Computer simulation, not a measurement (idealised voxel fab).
Process module under the name voxel wiring stack
We display cut, a cross-section 265 nm in width whose square cells are each 5 nm.
Cross-section spec: square-cell grid; bands listed top down; each band is one or more rows.
Read a band's entry like this: the first values are the height of its top and the height of its bottom in nm, and what follows is the sequence of materials from left to right, each with its width in nm. Note that "empty" is empty space, and that a single material marked "all across" reaches across the band from edge to edge.
A quick word on heights: they are counted from 0, and under that level the wafer as it came to us is one material throughout. The lowest band is different from the rest in having no bottom; it simply continues downward, written as in "0 -> down".
A two-number width, for instance "30->40", indicates that the width is equal to the first number in the top row of the band and to the second number in the bottom row, and that it changes by a constant amount per row of cells.
It should be understood that the words "stayed the same", when stated for a given step, signify that the cross-section underwent no change in any of its cells during that step.
The label "Entrapped void list" introduces a list of the empty spaces, 8 cells or larger, that have no open way up to the top; each entry in it reads width x height at distance, where the distance is taken from the left edge and all three are stated in nm.
What comes after the settings on a step's line is commentary from the simulator itself on that step.
"overlay nm", when on a step's line for a step with a mask, measures how far to the right of its planned place the mask lay; a negative measure means to the left.
# Set out below are the planned steps of the process
1,RECEIVE: material Si
2,CONFORMAL_DEP: material SiO2, thk nm 10
3,DIRECTIONAL_DEP: material TiN, thk nm 5
4,DIRECTIONAL_DEP: material W, thk nm 25
5,PATTERN: tone cover, mask id METAL_1, material resist, width nm 30, pitch nm 55, thk nm 15, overlay nm 0
6,DIRECTIONAL_ETCH: etch materials W, depth nm 25
7,DIRECTIONAL_ETCH: etch materials TiN, depth nm 5
8,STRIP: etch materials resist
9,FILL_DEP: material SiO2, thk nm 10
10,CMP: height nm 40
11,CONFORMAL_DEP: material SiCN, thk nm 5
12,DIRECTIONAL_DEP: material SiO2, thk nm 30
13,PATTERN: tone open, mask id METAL_2_HOLES, material resist, width nm 15, pitch nm 55, thk nm 20, overlay nm 0
14,DIRECTIONAL_ETCH: etch materials SiO2, depth nm 30
15,STRIP: etch materials resist
16,DIRECTIONAL_DEP: material aC, thk nm 15
17,PATTERN: tone open, mask id METAL_2, material resist, width nm 30, pitch nm 55, thk nm 35, overlay nm 0
18,DIRECTIONAL_ETCH: etch materials aC, depth nm 15
19,STRIP: etch materials resist
20,DIRECTIONAL_ETCH: etch materials SiO2, depth nm 20
21,DIRECTIONAL_ETCH: etch materials SiCN, depth nm 5
22,STRIP: etch materials aC
23,CONFORMAL_DEP: material TiN, thk nm 5
24,FILL_DEP: material Ru, thk nm 5
25,CMP: height nm 75
26,CONFORMAL_DEP: material SiCN, thk nm 5
27,DIRECTIONAL_DEP: material lowk, thk nm 10
28,MASKED_ETCH: tone open, mask id PLUG_2, width nm 15, pitch nm 110, etch materials lowk, depth nm 10, overlay nm 0
29,MASKED_ETCH: tone open, mask id PLUG_2, width nm 15, pitch nm 110, etch materials SiCN, depth nm 5, overlay nm 0
30,CONFORMAL_DEP: material TiN, thk nm 5
31,FILL_DEP: material Cu, thk nm 10
32,CMP: height nm 90
33,DIRECTIONAL_DEP: material TiN, thk nm 5
34,DIRECTIONAL_DEP: material Ru, thk nm 25
35,MASKED_ETCH: tone cover, mask id METAL_3, width nm 30, pitch nm 55, etch materials Ru, depth nm 25, overlay nm 0
36,MASKED_ETCH: tone cover, mask id METAL_3, width nm 30, pitch nm 55, etch materials TiN, depth nm 5, overlay nm 0
37,CONFORMAL_DEP: material SiN, thk nm 5
38,FILL_DEP: material lowk, thk nm 5
39,CMP: height nm 120
40,CONFORMAL_DEP: material SiN, thk nm 5
# Cross-section of the wafer as it came to us, i.e., already through step 1
	0 -> down = Si all across
	Entrapped void list: none
# The plan above was carried out on the starting structure above with one mistake, and this cross-section shows the wafer at the end of the module
	125 -> 120 = SiN all across
	120 -> 100 = Ru=35; SiN=5; lowk=20; SiN=5; Ru=25; SiN=5; lowk=20; SiN=5; Ru=25; SiN=5; lowk=20; SiN=5; Ru=25; SiN=5; lowk=20; SiN=5; Ru=35
	100 -> 95 = Ru=35; SiN=30; Ru=25; SiN=30; Ru=25; SiN=30; Ru=25; SiN=30; Ru=35
	95 -> 90 = TiN all across
	90 -> 80 = lowk=35; TiN=5; Cu=5; TiN=5; lowk=95; TiN=5; Cu=5; TiN=5; lowk=105
	80 -> 75 = SiCN=35; TiN=15; SiCN=95; TiN=15; SiCN=105
	75 -> 60 = SiO2=35; TiN=5; Ru=20; TiN=5; SiO2=25; TiN=5; Ru=20; TiN=5; SiO2=25; TiN=5; Ru=20; TiN=5; SiO2=25; TiN=5; Ru=20; TiN=5; SiO2=35
	60 -> 55 = SiO2=35; TiN=5; Ru=5; TiN=20; SiO2=25; TiN=5; Ru=5; TiN=20; SiO2=25; TiN=5; Ru=5; TiN=20; SiO2=25; TiN=5; Ru=5; TiN=20; SiO2=35
	55 -> 45 = SiO2=35; TiN=5; Ru=5; TiN=5; SiO2=40; TiN=5; Ru=5; TiN=5; SiO2=40; TiN=5; Ru=5; TiN=5; SiO2=40; TiN=5; Ru=5; TiN=5; SiO2=50
	45 -> 40 = SiCN=35; TiN=15; SiCN=40; TiN=15; SiCN=40; TiN=15; SiCN=40; TiN=15; SiCN=50
	40 -> 15 = SiO2=35; W=30; SiO2=25; W=30; SiO2=25; W=30; SiO2=25; W=30; SiO2=35
	15 -> 10 = SiO2=35; TiN=30; SiO2=25; TiN=30; SiO2=25; TiN=30; SiO2=25; TiN=30; SiO2=35
	10 -> 0 = SiO2 all across
	0 -> down = Si all across
	Entrapped void list: none
Misprocessing identified: step 35 ran differently from the plan; actual operation with settings: MASKED_ETCH: tone open, mask id METAL_3, width nm 30, pitch nm 55, etch materials Ru, depth nm 25, overlay nm 0
